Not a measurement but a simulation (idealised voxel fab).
The process module that follows is named voxel wiring stack.
FYI the section here is cut, 290 nm wide, cells are 5 nm squares.
Cross-section format: a grid of square cells, given as bands from top to bottom; each band is one or more rows of cells.
A band entry consists of two parts. The first gives the height of the band's top and the height of its bottom, in nm. The rest lists the band's materials from left to right, each with its width in nm. A single material labelled with the word "all across" fills the band from edge to edge, and the word "air" marks empty space.
Below 0: as-received wafer, all one material; heights counted from there. Lowest band: no bottom, goes on down, written "from 0 down".
The notation "30..40" denotes a width that varies across the rows of cells in the band, beginning at the first number in the top row, finishing at the second number in the bottom row, and changing by an identical amount from each row to the next.
When a step is marked "no change", none of the cells in the cross-section changed during that step.
Basically, "Fully sealed voids" tells you about the enclosed voids: empty spaces with no open way to the top, 8 cells or bigger, each written width x height at distance, where distance is from the left edge, all in nm.
Read whatever lies past the settings on a step's line as the simulator's own remark about the step.
A step's line can hold "overlay nm"; with a mask on that step, the setting says how far right of the planned place the mask lay, while a negative setting says it lay to the left.

Planned process steps:
- 1: RECEIVE [material Si]
- 2: CONFORMAL_DEP [material SiO2] [thk nm 15]
- 3: CONFORMAL_DEP [material SiN] [thk nm 5]
- 4: DIRECTIONAL_DEP [material SiO2] [thk nm 15]
- 5: PATTERN [tone open] [mask id METAL_1] [material resist] [width nm 20] [pitch nm 50] [thk nm 20] [overlay nm 0]
- 6: DIRECTIONAL_ETCH [etch materials SiO2] [depth nm 15]
- 7: DIRECTIONAL_ETCH [etch materials SiN] [depth nm 5]
- 8: STRIP [etch materials resist]
- 9: CONFORMAL_DEP [material TiN] [thk nm 5]
- 10: FILL_DEP [material Cu] [thk nm 5]
- 11: CMP [height nm 35]
- 12: CONFORMAL_DEP [material SiCN] [thk nm 5]
- 13: DIRECTIONAL_DEP [material SiO2] [thk nm 25]
- 14: DIRECTIONAL_DEP [material aC] [thk nm 15]
- 15: PATTERN [tone open] [mask id METAL_2_HOLES] [material resist] [width nm 15] [pitch nm 100] [thk nm 35] [overlay nm 0]
- 16: DIRECTIONAL_ETCH [etch materials aC] [depth nm 15]
- 17: STRIP [etch materials resist]
- 18: DIRECTIONAL_ETCH [etch materials SiO2] [depth nm 25]
- 19: STRIP [etch materials aC]
- 20: PATTERN [tone open] [mask id METAL_2] [material resist] [width nm 20] [pitch nm 50] [thk nm 15] [overlay nm 0]
- 21: DIRECTIONAL_ETCH [etch materials SiO2] [depth nm 15]
- 22: DIRECTIONAL_ETCH [etch materials SiCN] [depth nm 5]
- 23: STRIP [etch materials resist]
- 24: CONFORMAL_DEP [material TiN] [thk nm 5]
- 25: FILL_DEP [material Ru] [thk nm 10]
- 26: CMP [height nm 65]
- 27: CONFORMAL_DEP [material SiCN] [thk nm 5]
- 28: DIRECTIONAL_DEP [material lowk] [thk nm 30]
- 29: PATTERN [tone open] [mask id METAL_3_HOLES] [material resist] [width nm 15] [pitch nm 100] [thk nm 20] [overlay nm 0]
- 30: DIRECTIONAL_ETCH [etch materials lowk] [depth nm 30]
- 31: STRIP [etch materials resist]
- 32: MASKED_ETCH [tone open] [mask id METAL_3] [width nm 20] [pitch nm 50] [etch materials lowk] [depth nm 20] [overlay nm 0]
- 33: MASKED_ETCH [tone open] [mask id METAL_3] [width nm 20] [pitch nm 50] [etch materials SiCN] [depth nm 5] [overlay nm 0]
- 34: CONFORMAL_DEP [material TiN] [thk nm 5]
- 35: FILL_DEP [material Ru] [thk nm 10]
- 36: CMP [height nm 100]
- 37: CONFORMAL_DEP [material SiCN] [thk nm 5]
- 38: DIRECTIONAL_DEP [material lowk] [thk nm 10]
- 39: MASKED_ETCH [tone open] [mask id PLUG_3] [width nm 15] [pitch nm 50] [etch materials lowk] [depth nm 10] [overlay nm 0]
- 40: MASKED_ETCH [tone open] [mask id PLUG_3] [width nm 15] [pitch nm 50] [etch materials SiCN] [depth nm 5] [overlay nm 0]
- 41: EPI [material Ru] [thk nm 10]
- 42: EPI [material Ru] [thk nm 5]
- 43: CONFORMAL_DEP [material SiN] [thk nm 5]
- 44: DIRECTIONAL_DEP [material lowk] [thk nm 15]
- 45: DIRECTIONAL_DEP [material aC] [thk nm 15]
- 46: PATTERN [tone open] [mask id METAL_4] [material resist] [width nm 20] [pitch nm 50] [thk nm 35] [overlay nm 0]
- 47: DIRECTIONAL_ETCH [etch materials aC] [depth nm 15]
- 48: STRIP [etch materials resist]
- 49: DIRECTIONAL_ETCH [etch materials lowk] [depth nm 15]
- 50: DIRECTIONAL_ETCH [etch materials SiN] [depth nm 5]
- 51: STRIP [etch materials aC]
- 52: CONFORMAL_DEP [material TiN] [thk nm 5]
- 53: FILL_DEP [material Ru] [thk nm 5]
- 54: CMP [height nm 135]
- 55: EPI [material Ru] [thk nm 5]
- 56: FILL_DEP [material SiCN] [thk nm 5]
The value of thk nm given for step 12 in the plan refers to the first wafer; the wafers vary in this setting and are alike at the start.

Received condition of the first of several wafers, sectioned: post-step 1:
	from 0 down  Si all across
	Fully sealed voids: none

Cross-sectional representation of the first of several wafers at the end of the module, i.e. after its terminal step, step 56:
	from 145 to 140  SiCN all across
	from 140 to 135  80 of SiCN, 30 of Ru, 20 of SiCN, 30 of Ru, 20 of SiCN, 30 of Ru, 80 of SiCN
	from 135 to 120  85 of lowk, 5 of TiN, 10 of Ru, 5 of TiN, 30 of lowk, 5 of TiN, 10 of Ru, 5 of TiN, 30 of lowk, 5 of TiN, 10 of Ru, 5 of TiN, 85 of lowk
	from 120 to 115  85 of SiN, 20 of TiN, 30 of SiN, 20 of TiN, 30 of SiN, 20 of TiN, 85 of SiN
	from 115 to 105  85 of lowk, 15 of Ru, 35 of lowk, 15 of Ru, 35 of lowk, 15 of Ru, 90 of lowk
	from 105 to 100  85 of SiCN, 15 of Ru, 35 of SiCN, 15 of Ru, 35 of SiCN, 15 of Ru, 90 of SiCN
	from 100 to 85  85 of lowk, 5 of TiN, 10 of Ru, 5 of TiN, 30 of lowk, 5 of TiN, 10 of Ru, 5 of TiN, 30 of lowk, 5 of TiN, 10 of Ru, 5 of TiN, 85 of lowk
	from 85 to 80  85 of lowk, 5 of TiN, 5 of Ru, 10 of TiN, 30 of lowk, 20 of TiN, 30 of lowk, 5 of TiN, 5 of Ru, 10 of TiN, 85 of lowk
	from 80 to 70  85 of lowk, 5 of TiN, 5 of Ru, 5 of TiN, 85 of lowk, 5 of TiN, 5 of Ru, 5 of TiN, 90 of lowk
	from 70 to 65  85 of SiCN, 15 of TiN, 85 of SiCN, 15 of TiN, 90 of SiCN
	from 65 to 55  85 of SiO2, 5 of TiN, 10 of Ru, 5 of TiN, 30 of SiO2, 5 of TiN, 10 of Ru, 5 of TiN, 30 of SiO2, 5 of TiN, 10 of Ru, 5 of TiN, 85 of SiO2
	from 55 to 50  85 of SiO2, 5 of TiN, 5 of Ru, 10 of TiN, 30 of SiO2, 20 of TiN, 30 of SiO2, 5 of TiN, 5 of Ru, 10 of TiN, 85 of SiO2
	from 50 to 40  85 of SiO2, 5 of TiN, 5 of Ru, 5 of TiN, 85 of SiO2, 5 of TiN, 5 of Ru, 5 of TiN, 90 of SiO2
	from 40 to 35  85 of SiCN, 15 of TiN, 85 of SiCN, 15 of TiN, 90 of SiCN
	from 35 to 20  85 of SiO2, 5 of TiN, 10 of Cu, 5 of TiN, 30 of SiO2, 5 of TiN, 10 of Cu, 5 of TiN, 30 of SiO2, 5 of TiN, 10 of Cu, 5 of TiN, 85 of SiO2
	from 20 to 15  85 of SiN, 20 of TiN, 30 of SiN, 20 of TiN, 30 of SiN, 20 of TiN, 85 of SiN
	from 15 to 0  SiO2 all across
	from 0 down  Si all across
	Fully sealed voids: none

The last wafer as seen in cross-section at the end of the module:
	from 145 to 140  SiCN all across
	from 140 to 135  80 of SiCN, 30 of Ru, 20 of SiCN, 30 of Ru, 20 of SiCN, 30 of Ru, 80 of SiCN
	from 135 to 120  85 of lowk, 5 of TiN, 10 of Ru, 5 of TiN, 30 of lowk, 5 of TiN, 10 of Ru, 5 of TiN, 30 of lowk, 5 of TiN, 10 of Ru, 5 of TiN, 85 of lowk
	from 120 to 115  85 of SiN, 20 of TiN, 30 of SiN, 20 of TiN, 30 of SiN, 20 of TiN, 85 of SiN
	from 115 to 105  85 of lowk, 15 of Ru, 35 of lowk, 15 of Ru, 35 of lowk, 15 of Ru, 90 of lowk
	from 105 to 100  85 of SiCN, 15 of Ru, 35 of SiCN, 15 of Ru, 35 of SiCN, 15 of Ru, 90 of SiCN
	from 100 to 85  85 of lowk, 5 of TiN, 10 of Ru, 5 of TiN, 30 of lowk, 5 of TiN, 10 of Ru, 5 of TiN, 30 of lowk, 5 of TiN, 10 of Ru, 5 of TiN, 85 of lowk
	from 85 to 80  85 of lowk, 5 of TiN, 5 of Ru, 10 of TiN, 30 of lowk, 20 of TiN, 30 of lowk, 5 of TiN, 5 of Ru, 10 of TiN, 85 of lowk
	from 80 to 70  85 of lowk, 5 of TiN, 5 of Ru, 5 of TiN, 85 of lowk, 5 of TiN, 5 of Ru, 5 of TiN, 90 of lowk
	from 70 to 65  85 of SiCN, 15 of TiN, 85 of SiCN, 15 of TiN, 90 of SiCN
	from 65 to 55  85 of SiO2, 5 of TiN, 5 of Ru, 5 of TiN, 85 of SiO2, 5 of TiN, 5 of Ru, 5 of TiN, 90 of SiO2
	from 55 to 50  85 of SiCN, 15 of TiN, 85 of SiCN, 15 of TiN, 90 of SiCN
	from 50 to 35  SiCN all across
	from 35 to 20  85 of SiO2, 5 of TiN, 10 of Cu, 5 of TiN, 30 of SiO2, 5 of TiN, 10 of Cu, 5 of TiN, 30 of SiO2, 5 of TiN, 10 of Cu, 5 of TiN, 85 of SiO2
	from 20 to 15  85 of SiN, 20 of TiN, 30 of SiN, 20 of TiN, 30 of SiN, 20 of TiN, 85 of SiN
	from 15 to 0  SiO2 all across
	from 0 down  Si all across
	Fully sealed voids: none

Tabulated below, wafer by wafer, are the end-of-module results: for each material, the number of cells gained (+) or lost (-) relative to the as-received state, followed by the closed voids:
thk nm 5, +18 Cu, +105 Ru, +251 SiCN, +92 SiN, +554 SiO2, +138 TiN, +524 lowk, Fully sealed voids: none
thk nm 10, +18 Cu, +99 Ru, +309 SiCN, +92 SiN, +508 SiO2, +132 TiN, +524 lowk, Fully sealed voids: none
thk nm 15, +18 Cu, +93 Ru, +367 SiCN, +92 SiN, +462 SiO2, +126 TiN, +524 lowk, Fully sealed voids: none
thk nm 20, +18 Cu, +91 Ru, +425 SiCN, +92 SiN, +416 SiO2, +116 TiN, +524 lowk, Fully sealed voids: none
